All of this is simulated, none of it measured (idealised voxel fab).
Process module name: voxel ribs on slabs
The cross-section on display is named cut; it measures 275 nm wide, and its cells are 5 nm squares.
In this document a cross-section is written as a grid of square cells. It is given as a series of bands, listed from the top down, and a band is one or more rows of cells.
Top height, bottom height, nm. Materials left to right, width each, nm. Single material + "all across" = fills band edge to edge. "blank" = empty.
We count height from 0. Below that, the starting wafer is all one material. The lowest band never ends at the bottom but goes on down; see "z 0 and below" for how that is written.
Quick explanation for "30->40": the width changes in equal steps down the rows of cells, from the first number in the band's top row to the second number in its bottom row.
Key: "stayed the same" - step with no changed cell in the cross-section.
In "Internal closed voids" the enclosed voids are listed, meaning empty spaces of 8 cells or larger without any opening to the top. The form is width x height at distance, distance from the left edge, units nm.
Where a step's line continues beyond its settings, the continuation is a remark by the simulator itself on that step.
The optional step-line setting "overlay nm" applies to steps with a mask and quantifies how far to the right of its planned location the mask lay, a negative value indicating leftward placement.
**plan**
1: RECEIVE,material Si
2: DIRECTIONAL_DEP,material SiO2,thk nm 30
3: DIRECTIONAL_DEP,material polySi,thk nm 25
4: MASKED_ETCH,tone cover,mask id RIB,width nm 20,etch materials polySi,depth nm 5,overlay nm 0
5: MASKED_ETCH,tone cover,mask id SLAB,width nm 80,etch materials polySi,depth nm 20,overlay nm 0
6: FILL_DEP,material SiO2,thk nm 20
7: CMP,height nm 70
8: DIRECTIONAL_DEP,material TiN,thk nm 10
9: MASKED_ETCH,tone cover,mask id HEATER,width nm 30,etch materials TiN,depth nm 10,overlay nm 0
10: CONFORMAL_DEP,material SiN,thk nm 10
**Cross-sectional view of the wafer in its as-received condition, corresponding to the state after step 1**
z 0 and below = Si all across
Internal closed voids: none
**End-of-module cross-section of the first of two wafers, processed as planned**
z 90 to 80 = blank (110), then SiN (50), then blank (115)
z 80 to 70 = SiN (120), then TiN (30), then SiN (125)
z 70 to 55 = SiO2 all across
z 55 to 50 = SiO2 (125), then polySi (20), then SiO2 (130)
z 50 to 30 = SiO2 (95), then polySi (80), then SiO2 (100)
z 30 to 0 = SiO2 all across
z 0 and below = Si all across
Internal closed voids: none
**Cross-section, wafer two of two, end of module: same start and plan as wafer one, one error in execution**
z 90 to 80 = blank (110), then SiN (50), then blank (115)
z 80 to 70 = SiN (120), then TiN (30), then SiN (125)
z 70 to 55 = SiO2 all across
z 55 to 50 = SiO2 (115), then polySi (20), then SiO2 (140)
z 50 to 30 = SiO2 (95), then polySi (80), then SiO2 (100)
z 30 to 0 = SiO2 all across
z 0 and below = Si all across
Internal closed voids: none
Here's what went sideways: step 4 was run on a setting that differed from the plan, and what really ran there is MASKED_ETCH,tone cover,mask id RIB,width nm 20,etch materials polySi,depth nm 5,overlay nm -10
If you tally the cells, the second wafer ends up with the same amount of every material as the first; it's all just sitting in different places.
